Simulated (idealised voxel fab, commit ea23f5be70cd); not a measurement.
This is a process module. Its name is voxel quadruple lines.
Square cell edge 5 nm, section width 215 nm, ID cut.
Cross-section = grid of square cells, listed top down in bands; band = one or more rows.
This entry defines a band. It first specifies the height of the band's top and the height of its bottom in nm, and then specifies the band's materials from left to right, stating each material with its width in nm. The word "everywhere" identifies a single material that fills the band from edge to edge, while the word "air" identifies empty space.
Heights are expressed relative to 0, this being the level below which the as-received wafer comprises one material exclusively. The lowest band is unbounded in the downward direction and is denoted as in "0 -> down".
A width given as "30..40" starts at the first number in the band's top row and ends at the second number in its bottom row, shifting by an equal amount at every step from row to row.
Reading "everything unchanged" for a step: not a cell of the cross-section changed in it.
Listed in "Entrapped voids": every empty space of 8 or more cells without an open way to the top. Form: width x height at distance, the distance being from the left edge, all in nm.
Formally, on a step line, whatever follows the settings is a remark that the simulator itself makes on the step.
overlay nm, on a step with a mask: how far to the right of its planned place the mask lay; to the left if negative
### The following list gives the planned process steps
step 1: RECEIVE | material Si
step 2: CONFORMAL_DEP | material Al2O3 | thk nm 5
step 3: DIRECTIONAL_DEP | material TiN | thk nm 10
step 4: DIRECTIONAL_DEP | material polySi | thk nm 15
step 5: DIRECTIONAL_DEP | material aC | thk nm 20
step 6: PATTERN | tone cover | mask id MANDREL | material resist | width nm 35 | pitch nm 100 | thk nm 25 | overlay nm 0
step 7: DIRECTIONAL_ETCH | etch materials aC | depth nm 20
step 8: STRIP | etch materials resist
step 9: CONFORMAL_DEP | material SiO2 | thk nm 15
step 10: DIRECTIONAL_ETCH | etch materials SiO2 | depth nm 15
step 11: STRIP | etch materials aC
step 12: DIRECTIONAL_ETCH | etch materials polySi | depth nm 15
step 13: STRIP | etch materials SiO2
step 14: CONFORMAL_DEP | material SiCN | thk nm 10
step 15: DIRECTIONAL_ETCH | etch materials SiCN | depth nm 5
step 16: STRIP | etch materials polySi
step 17: DIRECTIONAL_ETCH | etch materials TiN | depth nm 10
step 18: STRIP | etch materials SiCN
step 19: FILL_DEP | material lowk | thk nm 10
step 20: CMP | height nm 15
Variable across wafers: step 15 depth nm (plan value is that of the first wafer; starting state common to all).
### As-received cross-section, first of several wafers, post step 1
0 -> down: Si everywhere
Entrapped voids: none
### Shown in cross-section: the first of several wafers at the end of the module, after its last step, step 20
15 -> 5: TiN everywhere
5 -> 0: Al2O3 everywhere
0 -> down: Si everywhere
Entrapped voids: none
### End of module, last wafer sectioned
15 -> 5: lowk everywhere
5 -> 0: Al2O3 everywhere
0 -> down: Si everywhere
Entrapped voids: none
### Where each wafer stands at the end of the module, a row apiece: cells of each material gained (+) or lost (-) since it was received, then closed voids
depth nm 5, +43 Al2O3, +86 TiN, Entrapped voids: none
depth nm 10, +43 Al2O3, +32 TiN, +54 lowk, Entrapped voids: none
depth nm 15, +43 Al2O3, +32 TiN, +54 lowk, Entrapped voids: none
depth nm 20, +43 Al2O3, +32 TiN, +54 lowk, Entrapped voids: none
depth nm 25, +43 Al2O3, +86 lowk, Entrapped voids: none
